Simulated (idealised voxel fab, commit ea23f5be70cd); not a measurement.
This section sets out a process module, namely voxel wiring stack.
Section shown: cut. Width: 245 nm. Cell size: 5 nm, square.
Just so we're on the same page, the cross-sections are grids of square cells, and they're listed out in bands top to bottom, each band one or more rows deep. In this notation a band is specified by the heights of its top and bottom, in that order and in nm, after which its materials appear from left to right, each paired with its width in nm. The word "full width" attached to a single material means that material fills the band from edge to edge; the word "empty" stands for empty space. Heights are reckoned from 0. Under this level, the received wafer is all of one material. The bottommost band is open-ended downward, for example "0..down". Note: "30 to 40" means the width goes from the first number (top row of the band) to the second number (bottom row) in equal steps per row of cells. Where a step carries "nothing got changed", the cross-section came out of it unchanged, cell for cell. You'll see "Entrapped voids" listing empty spaces that have no way open to the top, as long as they're 8 cells or more; the notation is width x height at distance, where the distance is from the left edge, and all of it is in nm. Step line, after settings: the simulator's comment on this step. The optional step-line setting "overlay nm" applies to steps with a mask and quantifies how far to the right of its planned location the mask lay, a negative value indicating leftward placement.
[Process steps (planned)]
1: RECEIVE | material Si
2: CONFORMAL_DEP | material SiO2 | thk nm 10
3: CONFORMAL_DEP | material SiCN | thk nm 5
4: DIRECTIONAL_DEP | material SiO2 | thk nm 20
5: MASKED_ETCH | tone open | mask id METAL_1 | width nm 30 | pitch nm 60 | etch materials SiO2 | depth nm 20 | overlay nm 0
6: MASKED_ETCH | tone open | mask id METAL_1 | width nm 30 | pitch nm 60 | etch materials SiCN | depth nm 5 | overlay nm 0
7: CONFORMAL_DEP | material TiN | thk nm 5
8: FILL_DEP | material W | thk nm 10
9: CMP | height nm 35
10: CONFORMAL_DEP | material SiCN | thk nm 5
11: DIRECTIONAL_DEP | material lowk | thk nm 20
12: PATTERN | tone open | mask id PLUG_1 | material resist | width nm 15 | pitch nm 60 | thk nm 15 | overlay nm 0
13: DIRECTIONAL_ETCH | etch materials lowk | depth nm 20
14: DIRECTIONAL_ETCH | etch materials SiCN | depth nm 5
15: STRIP | etch materials resist
16: EPI | material Ru | thk nm 10
17: EPI | material Ru | thk nm 10
18: EPI | material Ru | thk nm 5
19: DIRECTIONAL_DEP | material TiN | thk nm 5
20: DIRECTIONAL_DEP | material Ru | thk nm 25
21: PATTERN | tone cover | mask id METAL_2 | material resist | width nm 30 | pitch nm 60 | thk nm 15 | overlay nm 0
22: DIRECTIONAL_ETCH | etch materials Ru | depth nm 25
23: DIRECTIONAL_ETCH | etch materials TiN | depth nm 5
24: STRIP | etch materials resist
25: FILL_DEP | material lowk | thk nm 10
26: CMP | height nm 90
27: CONFORMAL_DEP | material SiCN | thk nm 5
28: DIRECTIONAL_DEP | material SiO2 | thk nm 30
29: PATTERN | tone open | mask id METAL_3 | material resist | width nm 30 | pitch nm 60 | thk nm 20 | overlay nm 0
30: DIRECTIONAL_ETCH | etch materials SiO2 | depth nm 20
31: STRIP | etch materials resist
32: PATTERN | tone open | mask id METAL_3_HOLES | material resist | width nm 15 | pitch nm 60 | thk nm 15 | overlay nm 0
33: DIRECTIONAL_ETCH | etch materials SiO2 | depth nm 10
34: DIRECTIONAL_ETCH | etch materials SiCN | depth nm 5
35: STRIP | etch materials resist
36: CONFORMAL_DEP | material TiN | thk nm 5
37: FILL_DEP | material Ru | thk nm 5
38: CMP | height nm 125
39: CONFORMAL_DEP | material SiCN | thk nm 5
[Wafer cross-section on receipt, i.e. after step 1]
  0..down  Si full width
  Entrapped voids: none
[First of two wafers, end-of-module section, run followed plan]
  130..125  SiCN full width
  125..110  SiO2 (45) / TiN (5) / Ru (20) / TiN (5) / SiO2 (30) / TiN (5) / Ru (20) / TiN (5) / SiO2 (30) / TiN (5) / Ru (20) / TiN (5) / SiO2 (50)
  110..105  SiO2 (45) / TiN (5) / Ru (5) / TiN (20) / SiO2 (30) / TiN (5) / Ru (5) / TiN (20) / SiO2 (30) / TiN (5) / Ru (5) / TiN (20) / SiO2 (50)
  105..95  SiO2 (45) / TiN (5) / Ru (5) / TiN (5) / SiO2 (45) / TiN (5) / Ru (5) / TiN (5) / SiO2 (45) / TiN (5) / Ru (5) / TiN (5) / SiO2 (65)
  95..90  SiCN (45) / TiN (15) / SiCN (45) / TiN (15) / SiCN (45) / TiN (15) / SiCN (65)
  90..65  lowk (45) / Ru (30) / lowk (30) / Ru (30) / lowk (30) / Ru (30) / lowk (50)
  65..60  lowk (45) / TiN (30) / lowk (30) / TiN (30) / lowk (30) / TiN (30) / lowk (50)
  60..40  lowk (45) / Ru (15) / lowk (45) / Ru (15) / lowk (45) / Ru (15) / lowk (65)
  40..35  SiCN (45) / Ru (15) / SiCN (45) / Ru (15) / SiCN (45) / Ru (15) / SiCN (65)
  35..15  SiO2 (45) / TiN (5) / W (20) / TiN (5) / SiO2 (30) / TiN (5) / W (20) / TiN (5) / SiO2 (30) / TiN (5) / W (20) / TiN (5) / SiO2 (50)
  15..10  SiCN (45) / TiN (30) / SiCN (30) / TiN (30) / SiCN (30) / TiN (30) / SiCN (50)
  10..0  SiO2 full width
  0..down  Si full width
  Entrapped voids: none
[End of module, second wafer, cross-section. Started like the first, planned like the first, run with one mistake]
  130..125  SiCN full width
  125..115  SiO2 (45) / TiN (5 to 10) / Ru (15 to 10) / TiN (5) / SiO2 (35) / TiN (5 to 10) / Ru (15 to 10) / TiN (5) / SiO2 (35) / TiN (5 to 10) / Ru (15 to 10) / TiN (5) / SiO2 (55)
  115..110  SiO2 (50) / TiN (5) / Ru (10) / TiN (5) / SiO2 (40) / TiN (5) / Ru (10) / TiN (5) / SiO2 (40) / TiN (5) / Ru (10) / TiN (5) / SiO2 (55)
  110..105  SiO2 (50) / TiN (20) / SiO2 (40) / TiN (20) / SiO2 (40) / TiN (20) / SiO2 (55)
  105..95  SiO2 (50) / TiN (10) / SiO2 (50) / TiN (10) / SiO2 (50) / TiN (10) / SiO2 (65)
  95..90  SiCN (50) / TiN (10) / SiCN (50) / TiN (10) / SiCN (50) / TiN (10) / SiCN (65)
  90..65  lowk (45) / Ru (30) / lowk (30) / Ru (30) / lowk (30) / Ru (30) / lowk (50)
  65..60  lowk (45) / TiN (30) / lowk (30) / TiN (30) / lowk (30) / TiN (30) / lowk (50)
  60..40  lowk (45) / Ru (15) / lowk (45) / Ru (15) / lowk (45) / Ru (15) / lowk (65)
  40..35  SiCN (45) / Ru (15) / SiCN (45) / Ru (15) / SiCN (45) / Ru (15) / SiCN (65)
  35..15  SiO2 (45) / TiN (5) / W (20) / TiN (5) / SiO2 (30) / TiN (5) / W (20) / TiN (5) / SiO2 (30) / TiN (5) / W (20) / TiN (5) / SiO2 (50)
  15..10  SiCN (45) / TiN (30) / SiCN (30) / TiN (30) / SiCN (30) / TiN (30) / SiCN (50)
  10..0  SiO2 full width
  0..down  Si full width
  Entrapped voids: none
The mistake made against the process plan was this: step 29 went in with a setting other than planned; the actual run was PATTERN | tone open | mask id METAL_3 | material resist | width nm 20 | pitch nm 60 | thk nm 20 | overlay nm 0
Cell-count delta at end, second wafer over first, by material: -24 Ru | +3 SiCN | +24 SiO2 | -3 TiN
